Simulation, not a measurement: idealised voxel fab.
This is a process module. Its name is voxel ribs on slabs.
Cross-sectional view cut (width: 260 nm; square cell size: 5 nm).
Cross-section format: a grid of square cells, given as bands from top to bottom; each band is one or more rows of cells.
Top height, bottom height, nm. Materials left to right, width each, nm. Single material + "throughout" = fills band edge to edge. "empty" = empty.
Zero point of the height axis is 0; under it, received wafer = one material. Lowest band: continues down indefinitely, "0 -> down".
Note: "30 to 40" means the width goes from the first number (top row of the band) to the second number (bottom row) in equal steps per row of cells.
The designation "no change occurred", where it is given for a processing step, indicates that no cell of the cross-section was altered in the course of that step.
The label "Closed internal voids" introduces a list of the empty spaces, 8 cells or larger, that have no open way up to the top; each entry in it reads width x height at distance, where the distance is taken from the left edge and all three are stated in nm.
Read whatever lies past the settings on a step's line as the simulator's own remark about the step.
Steps that use a mask can have "overlay nm" on their line. It says how far the mask sat to the right of where it was meant to be. Negative means to the left.
So here's the lineup of process steps we planned
- 1: RECEIVE, material Si
- 2: DIRECTIONAL_DEP, material SiO2, thk nm 30
- 3: DIRECTIONAL_DEP, material SiN, thk nm 20
- 4: DIRECTIONAL_DEP, material aC, thk nm 10
- 5: PATTERN, tone cover, mask id RIB, material resist, width nm 20, thk nm 25, overlay nm 0
- 6: DIRECTIONAL_ETCH, etch materials aC, depth nm 10
- 7: STRIP, etch materials resist
- 8: DIRECTIONAL_ETCH, etch materials SiN, depth nm 5
- 9: STRIP, etch materials aC
- 10: PATTERN, tone cover, mask id SLAB, material resist, width nm 70, thk nm 15, overlay nm 0
- 11: DIRECTIONAL_ETCH, etch materials SiN, depth nm 15
- 12: STRIP, etch materials resist
- 13: FILL_DEP, material SiO2, thk nm 30
- 14: CMP, height nm 70
- 15: DIRECTIONAL_DEP, material TiN, thk nm 5
- 16: MASKED_ETCH, tone cover, mask id HEATER, width nm 30, etch materials TiN, depth nm 5, overlay nm 0
- 17: CONFORMAL_DEP, material SiO2, thk nm 5
Cross-section: wafer on arrival = after step 1
> 0 -> down | Si throughout
> Closed internal voids: none
Result of the module, cross-sectioned: start per above, plan per above, one error in how it was run
> 80 -> 75 | 110 nm empty, then 40 nm SiO2, then 110 nm empty
> 75 -> 70 | 115 nm SiO2, then 30 nm TiN, then 115 nm SiO2
> 70 -> 50 | SiO2 throughout
> 50 -> 45 | 95 nm SiO2, then 25 nm SiN, then 20 nm SiO2, then 25 nm SiN, then 95 nm SiO2
> 45 -> 35 | 95 nm SiO2, then 70 nm SiN, then 95 nm SiO2
> 35 -> 30 | SiN throughout
> 30 -> 0 | SiO2 throughout
> 0 -> down | Si throughout
> Closed internal voids: none
It is concluded that the wafer was processed incorrectly with respect to the plan, in that note that step 5 departed from the planned setting and was carried out as PATTERN, tone open, mask id RIB, material resist, width nm 20, thk nm 25, overlay nm 0
